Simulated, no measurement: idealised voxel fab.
You're looking at the process module voxel self aligned vias.
FYI the section here is cut, 270 nm wide, cells are 5 nm squares.
Reading order for cross-sections: top band down to bottom band. Underlying form: a grid of square cells. Band size: one or more rows of cells.
Read a band's entry like this: the first values are the height of its top and the height of its bottom in nm, and what follows is the sequence of materials from left to right, each with its width in nm. Note that "air" is empty space, and that a single material marked "full width" reaches across the band from edge to edge.
Zero point of the height axis is 0; under it, received wafer = one material. Lowest band: continues down indefinitely, "z 0 and below".
You'd read "30 to 40" like this: the band's top row of cells is as wide as the first number, its bottom row is as wide as the second, and going down, every row changes width by the same amount as the row before did.
When a step is marked "remained the same", none of the cells in the cross-section changed during that step.
Completely enclosed voids: empty space of 8 cells or more with no open way to the top, each as width x height at its distance from the left edge, in nm
The remark found on a step's line after its settings is issued by the simulator itself and pertains to that step.
Each step line may optionally specify "overlay nm", which for a step with a mask gives the rightward distance between the mask's planned place and where it lay, a negative value indicating the leftward direction.

Process steps foreseen in the plan:
1. RECEIVE, material Si
2. CONFORMAL_DEP, material SiO2, thk nm 10
3. CONFORMAL_DEP, material SiCN, thk nm 5
4. DIRECTIONAL_DEP, material SiO2, thk nm 30
5. PATTERN, tone open, mask id LINES, material resist, width nm 25, pitch nm 65, thk nm 20, overlay nm 0
6. DIRECTIONAL_ETCH, etch materials SiO2, depth nm 30
7. STRIP, etch materials resist
8. CONFORMAL_DEP, material TiN, thk nm 5
9. FILL_DEP, material W, thk nm 10
10. CMP, height nm 45
11. SELECTIVE_ETCH, etch materials W Ru TiN, depth nm 5
12. FILL_DEP, material SiN, thk nm 5
13. CMP, height nm 45
14. DIRECTIONAL_DEP, material SiO2, thk nm 20
15. MASKED_ETCH, tone open, mask id VIAS, width nm 35, pitch nm 65, etch materials SiO2, depth nm 20, overlay nm 0
16. MASKED_ETCH, tone open, mask id VIAS, width nm 35, pitch nm 65, etch materials SiN, depth nm 5, overlay nm 0
17. CONFORMAL_DEP, material TiN, thk nm 5
18. FILL_DEP, material Cu, thk nm 10
19. CMP, height nm 65
20. CONFORMAL_DEP, material SiCN, thk nm 5
Variable across wafers: step 17 thk nm (plan value is that of the first wafer; starting state common to all).

This is how the first of several wafers looked in cross-section when it arrived, which is after step 1:
	z 0 and below | Si full width
	Completely enclosed voids: none

Here's the first of several wafers in cross-section, end of the module, after the last step, step 20:
	z 70 to 65 | SiCN full width
	z 65 to 50 | 50 of SiO2  5 of TiN  25 of Cu  5 of TiN  30 of SiO2  5 of TiN  25 of Cu  5 of TiN  30 of SiO2  5 of TiN  25 of Cu  5 of TiN  55 of SiO2
	z 50 to 45 | 50 of SiO2  10 of TiN  15 of Cu  10 of TiN  30 of SiO2  10 of TiN  15 of Cu  10 of TiN  30 of SiO2  10 of TiN  15 of Cu  10 of TiN  55 of SiO2
	z 45 to 40 | 55 of SiO2  25 of TiN  40 of SiO2  25 of TiN  40 of SiO2  25 of TiN  60 of SiO2
	z 40 to 20 | 55 of SiO2  5 of TiN  15 of W  5 of TiN  40 of SiO2  5 of TiN  15 of W  5 of TiN  40 of SiO2  5 of TiN  15 of W  5 of TiN  60 of SiO2
	z 20 to 15 | 55 of SiO2  25 of TiN  40 of SiO2  25 of TiN  40 of SiO2  25 of TiN  60 of SiO2
	z 15 to 10 | SiCN full width
	z 10 to 0 | SiO2 full width
	z 0 and below | Si full width
	Completely enclosed voids: none

Cross-section at module completion, last wafer:
	z 70 to 65 | SiCN full width
	z 65 to 45 | 50 of SiO2  35 of TiN  30 of SiO2  35 of TiN  30 of SiO2  35 of TiN  55 of SiO2
	z 45 to 40 | 55 of SiO2  25 of TiN  40 of SiO2  25 of TiN  40 of SiO2  25 of TiN  60 of SiO2
	z 40 to 20 | 55 of SiO2  5 of TiN  15 of W  5 of TiN  40 of SiO2  5 of TiN  15 of W  5 of TiN  40 of SiO2  5 of TiN  15 of W  5 of TiN  60 of SiO2
	z 20 to 15 | 55 of SiO2  25 of TiN  40 of SiO2  25 of TiN  40 of SiO2  25 of TiN  60 of SiO2
	z 15 to 10 | SiCN full width
	z 10 to 0 | SiO2 full width
	z 0 and below | Si full width
	Completely enclosed voids: none

Per wafer (row), end of module: delta in cells per material since receipt, (+) for gained, (-) for lost; closed voids after that:
thk nm 5 | +54 Cu | +108 SiCN | +474 SiO2 | +84 TiN | +36 W | Completely enclosed voids: none
thk nm 10 | +21 Cu | +108 SiCN | +474 SiO2 | +117 TiN | +36 W | Completely enclosed voids: none
thk nm 15 | +3 Cu | +108 SiCN | +474 SiO2 | +135 TiN | +36 W | Completely enclosed voids: none
thk nm 20 | +108 SiCN | +474 SiO2 | +138 TiN | +36 W | Completely enclosed voids: none
